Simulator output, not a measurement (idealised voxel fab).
The process module that follows is named voxel self aligned vias.
For reference, the cross-section in this document is cut, with width 235 nm and square cells of 5 nm.
Notation: cross-section as square-cell grid; stated in bands, top first, going down; one or more cell rows per band. For a band, the entry starts with two heights in nm, that of the top and then that of the bottom, and carries on with the band's materials in order from left to right, each alongside its width in nm; the word "full width" beside a single material means it fills the band edge to edge, and "empty" means empty space. Beneath 0, the wafer as received is one material, and that level is where height counting begins. The lowest band goes on downward without a bottom; it is written like "top 0, no bottom". Per-row width for "30 to 40": begins at first number (top row of band), ends at second number (bottom row), increment between rows held constant. No cell of the cross-section changed in a step that is given as "nothing different". If an empty space has no open way to the top and is at least 8 cells in size, "Non-vented voids" lists it, written width x height at distance, where distance is measured from the left edge and every value is in nm. Note: text after step settings on the step line = simulator remark on that step. "overlay nm" on a masked step: distance the mask lay right of its planned place, negative for left.
List of planned process steps:
step 1: RECEIVE, material Si
step 2: CONFORMAL_DEP, material SiO2, thk nm 10
step 3: CONFORMAL_DEP, material SiCN, thk nm 5
step 4: DIRECTIONAL_DEP, material lowk, thk nm 30
step 5: DIRECTIONAL_DEP, material aC, thk nm 10
step 6: PATTERN, tone open, mask id LINES, material resist, width nm 20, pitch nm 55, thk nm 30, overlay nm 0
step 7: DIRECTIONAL_ETCH, etch materials aC, depth nm 10
step 8: STRIP, etch materials resist
step 9: DIRECTIONAL_ETCH, etch materials lowk, depth nm 30
step 10: STRIP, etch materials aC
step 11: CONFORMAL_DEP, material TiN, thk nm 5
step 12: FILL_DEP, material Ru, thk nm 10
step 13: CMP, height nm 45
step 14: SELECTIVE_ETCH, etch materials W Ru TiN, depth nm 10
step 15: FILL_DEP, material SiN, thk nm 10
step 16: CMP, height nm 45
step 17: DIRECTIONAL_DEP, material lowk, thk nm 15
step 18: PATTERN, tone open, mask id VIAS, material resist, width nm 30, pitch nm 110, thk nm 15, overlay nm 0
step 19: DIRECTIONAL_ETCH, etch materials lowk, depth nm 15
step 20: DIRECTIONAL_ETCH, etch materials SiN, depth nm 10
step 21: STRIP, etch materials resist
step 22: CONFORMAL_DEP, material TiN, thk nm 5
step 23: FILL_DEP, material Cu, thk nm 5
step 24: CMP, height nm 60
step 25: CONFORMAL_DEP, material SiN, thk nm 5
As-received wafer cross-section (after step 1):
  top 0, no bottom  Si full width
  Non-vented voids: none
The cross-section shown corresponds to the wafer at the conclusion of the module. The initial structure and the process plan are those presented above; however, one mistake occurred in executing the plan:
  top 65, bottom 60  SiN full width
  top 60, bottom 50  lowk 45, TiN 5, Cu 20, TiN 5, lowk 80, TiN 5, Cu 20, TiN 5, lowk 50
  top 50, bottom 45  lowk 45, TiN 20, Cu 5, TiN 5, lowk 80, TiN 20, Cu 5, TiN 5, lowk 50
  top 45, bottom 40  lowk 60, TiN 5, Cu 5, TiN 5, SiN 5, lowk 35, SiN 20, lowk 35, TiN 5, Cu 5, TiN 5, SiN 5, lowk 45
  top 40, bottom 35  lowk 60, TiN 15, SiN 5, lowk 35, SiN 20, lowk 35, TiN 15, SiN 5, lowk 45
  top 35, bottom 20  lowk 60, TiN 5, Ru 10, TiN 5, lowk 35, TiN 5, Ru 10, TiN 5, lowk 35, TiN 5, Ru 10, TiN 5, lowk 45
  top 20, bottom 15  lowk 60, TiN 20, lowk 35, TiN 20, lowk 35, TiN 20, lowk 45
  top 15, bottom 10  SiCN full width
  top 10, bottom 0  SiO2 full width
  top 0, no bottom  Si full width
  Non-vented voids: none
Diagnosis: rather than as planned, step 6 actually ran as PATTERN, tone open, mask id LINES, material resist, width nm 20, pitch nm 55, thk nm 30, overlay nm 10
